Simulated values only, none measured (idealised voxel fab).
Documented hereafter: the process module known as voxel released beams.
For reference, the cross-section in this document is cut, with width 280 nm and square cells of 5 nm.
A cross-section is a grid of square cells, given in bands from the top down. A band is one or more rows of cells.
Band entry format. Leading values: height of top, height of bottom, nm. Remainder: materials in left-to-right order, each with its width in nm. Special words: "throughout" on a single material, which then fills the band edge to edge; "air", empty space.
All heights in this document are referenced to 0, defined as the level beneath which the wafer, as received, consists entirely of one material. The lowest band is not bounded below; it extends indefinitely downward and is written in the form "0 down".
With a width like "30->40", each row of cells in the band differs from the next by the same amount, the top row carrying the first number and the bottom row the second.
"no modifications" for a step: no cell of the cross-section changed in that step.
So "Closed void list" is basically the list of trapped voids: any empty space of 8 cells or more that can't reach the top through an opening. They're written width x height at distance, the distance being from the left edge, and it's all nm.
Where a step's line continues beyond its settings, the continuation is a remark by the simulator itself on that step.
The optional step-line setting "overlay nm" applies to steps with a mask and quantifies how far to the right of its planned location the mask lay, a negative value indicating leftward placement.
## Set out below are the planned steps of the process
- 1: RECEIVE, material Si
- 2: CONFORMAL_DEP, material SiN, thk nm 10
- 3: DIRECTIONAL_DEP, material SiO2, thk nm 15
- 4: MASKED_ETCH, tone open, mask id ANCHOR, width nm 30, etch materials SiO2, depth nm 15, overlay nm 0
- 5: CONFORMAL_DEP, material W, thk nm 15
- 6: DIRECTIONAL_DEP, material aC, thk nm 10
- 7: PATTERN, tone cover, mask id BEAM, material resist, width nm 120, thk nm 25, overlay nm 0
- 8: DIRECTIONAL_ETCH, etch materials aC, depth nm 10
- 9: STRIP, etch materials resist
- 10: DIRECTIONAL_ETCH, etch materials W, depth nm 15
- 11: STRIP, etch materials aC
- 12: STRIP, etch materials SiO2
Heads up: all these wafers start the same, and what changes between them is the width nm in step 4. The value you see in the plan is just what the first wafer got.
## The first of several wafers as received, shown in cross-section; this is its state after step 1
    0 down  Si throughout
    Closed void list: none
## The first of several wafers, seen in cross-section after the module's last step, step 12
    40 to 25  75 air | 120 W | 85 air
    25 to 10  85 air | 30 W | 165 air
    10 to 0  SiN throughout
    0 down  Si throughout
    Closed void list: none
## End of module: cross-section, last of several wafers
    40 to 25  75 air | 15 W | 25 air | 80 W | 85 air
    25 to 10  75 air | 55 W | 150 air
    10 to 0  SiN throughout
    0 down  Si throughout
    Closed void list: none
## Where each wafer stands at the end of the module, a row apiece: cells of each material gained (+) or lost (-) since it was received, then closed voids
width nm 30; +112 SiN; +90 W; Closed void list: none
width nm 35; +112 SiN; +90 W; Closed void list: none
width nm 40; +112 SiN; +90 W; Closed void list: none
width nm 45; +112 SiN; +90 W; Closed void list: none
width nm 50; +112 SiN; +90 W; Closed void list: none
width nm 55; +112 SiN; +90 W; Closed void list: none
